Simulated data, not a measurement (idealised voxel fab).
process module | voxel transistor to metal
cross-section cut | 150 nm wide | cells 5 nm
A cross-section is a grid of square cells, given in bands from the top down. A band is one or more rows of cells.
Each band's line starts with the height of the band's top and of its bottom, in nm. Then come its materials from left to right, each with its width in nm. One material with "throughout" fills the band from edge to edge. "air" is empty space.
Height 0 is the level under which the wafer as received is all one material. The lowest band goes on downwards, as in "0 down".
A width such as "30 to 40" changes by the same amount from each row of cells to the next, from the band's top row to its bottom row.
"no change" after a step means that no cell of the cross-section changed.
closed voids: empty space of 8 cells or more with no open way to the top, each as width x height at its distance from the left edge, in nm
after a step's settings: what the simulator itself notes on the step
overlay nm, on a step with a mask: how far to the right of its planned place the mask lay; to the left if negative
plan
1 op RECEIVE | material Si
2 op OXIDIZE | depth nm 5
3 op CONFORMAL_DEP | material SiN | thk nm 10
4 op MASKED_ETCH | tone cover | mask id ACTIVE | width nm 95 | etch materials SiN | depth nm 10 | overlay nm -10
5 op MASKED_ETCH | tone cover | mask id ACTIVE | width nm 95 | etch materials SiO2 | depth nm 5 | overlay nm 0
6 op MASKED_ETCH | tone cover | mask id ACTIVE | width nm 95 | etch materials Si | depth nm 25 | overlay nm 0
7 op FILL_DEP | material SiO2 | thk nm 15
8 op CMP | height nm 10
9 op SELECTIVE_ETCH | etch materials SiO2 | depth nm 10
10 op STRIP | etch materials SiN
11 op SELECTIVE_ETCH | etch materials SiO2 | depth nm 5
12 op OXIDIZE | depth nm 5
13 op DIRECTIONAL_DEP | material polySi | thk nm 25
14 op DIRECTIONAL_DEP | material SiCN | thk nm 15
15 op PATTERN | tone cover | mask id GATE | material resist | width nm 25 | thk nm 20 | overlay nm 0
16 op DIRECTIONAL_ETCH | etch materials SiCN | depth nm 25
17 op DIRECTIONAL_ETCH | etch materials polySi | depth nm 35
18 op STRIP | etch materials resist
19 op CONFORMAL_DEP | material SiO2 | thk nm 5
20 op DIRECTIONAL_ETCH | etch materials SiO2 | depth nm 5
21 op CONFORMAL_DEP | material SiN | thk nm 5
22 op DIRECTIONAL_ETCH | etch materials SiN | depth nm 5
23 op DIRECTIONAL_ETCH | etch materials SiO2 | depth nm 5
24 op DIRECTIONAL_ETCH | etch materials Si | depth nm 10
25 op EPI | material SiGe | thk nm 10
26 op FILL_DEP | material SiO2 | thk nm 10
27 op CMP | height nm 35
28 op DIRECTIONAL_DEP | material SiO2 | thk nm 10
29 op MASKED_ETCH | tone open | mask id CONTACT | width nm 25 | pitch nm 60 | etch materials SiO2 | depth nm 55 | overlay nm 0
30 op CONFORMAL_DEP | material TiN | thk nm 5
31 op FILL_DEP | material Ru | thk nm 5
32 op CMP | height nm 45
33 op DIRECTIONAL_DEP | material TiN | thk nm 5
34 op DIRECTIONAL_DEP | material Ru | thk nm 20
35 op PATTERN | tone cover | mask id METAL_1 | material resist | width nm 15 | pitch nm 70 | thk nm 20 | overlay nm 0
36 op DIRECTIONAL_ETCH | etch materials Ru | depth nm 20
37 op DIRECTIONAL_ETCH | etch materials TiN | depth nm 5
38 op STRIP | etch materials resist
39 op CONFORMAL_DEP | material SiN | thk nm 5
40 op FILL_DEP | material SiO2 | thk nm 5
41 op CMP | height nm 70
42 op CONFORMAL_DEP | material SiN | thk nm 5
varied across the wafers: overlay nm of step 4. The plan shows the first wafer's value. All wafers start alike
first wafer as received, after step 1
  0 down: Si throughout
  closed voids: none
each wafer at the end: cells of each material gained (+) or lost (-) since it was received, then its closed voids
overlay nm -10 | +58 Ru | -120 Si | +15 SiCN | +32 SiGe | +86 SiN | +298 SiO2 | +56 TiN | +25 polySi | closed voids: none
overlay nm -5 | +58 Ru | -122 Si | +15 SiCN | +30 SiGe | +86 SiN | +302 SiO2 | +56 TiN | +25 polySi | closed voids: none
overlay nm 0 | +58 Ru | -124 Si | +15 SiCN | +28 SiGe | +86 SiN | +306 SiO2 | +56 TiN | +25 polySi | closed voids: none
overlay nm 5 | +58 Ru | -122 Si | +15 SiCN | +30 SiGe | +86 SiN | +302 SiO2 | +56 TiN | +25 polySi | closed voids: none
overlay nm 10 | +58 Ru | -120 Si | +15 SiCN | +32 SiGe | +86 SiN | +298 SiO2 | +56 TiN | +25 polySi | closed voids: none
overlay nm 15 | +58 Ru | -118 Si | +15 SiCN | +34 SiGe | +86 SiN | +294 SiO2 | +56 TiN | +25 polySi | closed voids: none
